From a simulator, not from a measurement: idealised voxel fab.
process module | voxel local oxidation
cross-section cut | 295 nm wide | cells 5 nm
A cross-section is a grid of square cells, given in bands from the top down. A band is one or more rows of cells.
Each band's line starts with the height of the band's top and of its bottom, in nm. Then come its materials from left to right, each with its width in nm. One material with "throughout" fills the band from edge to edge. "air" is empty space.
Height 0 is the level under which the wafer as received is all one material. The lowest band goes on downwards, as in "0 down".
A width such as "30 to 40" changes by the same amount from each row of cells to the next, from the band's top row to its bottom row.
"no change" after a step means that no cell of the cross-section changed.
closed voids: empty space of 8 cells or more with no open way to the top, each as width x height at its distance from the left edge, in nm
after a step's settings: what the simulator itself notes on the step
overlay nm, on a step with a mask: how far to the right of its planned place the mask lay; to the left if negative
plan
1 op RECEIVE | material Si
2 op CONFORMAL_DEP | material SiO2 | thk nm 5
3 op CONFORMAL_DEP | material SiN | thk nm 10
4 op DIRECTIONAL_DEP | material aC | thk nm 15
5 op PATTERN | tone cover | mask id ACTIVE | material resist | width nm 100 | pitch nm 130 | thk nm 35 | overlay nm 0
6 op DIRECTIONAL_ETCH | etch materials aC | depth nm 15
7 op STRIP | etch materials resist
8 op DIRECTIONAL_ETCH | etch materials SiN | depth nm 10
9 op STRIP | etch materials aC
10 op SELECTIVE_ETCH | etch materials SiO2 | depth nm 5
11 op OXIDIZE | depth nm 10
12 op STRIP | etch materials SiN
as received, after step 1
  0 down: Si throughout
  closed voids: none
a wafer at the end: this start, this plan, one mistake
  0 to -10: air 45 | Si 70 | air 60 | Si 70 | air 50
  -10 down: Si throughout
  closed voids: none
what went wrong: step 12 ran as: op STRIP | etch materials SiO2
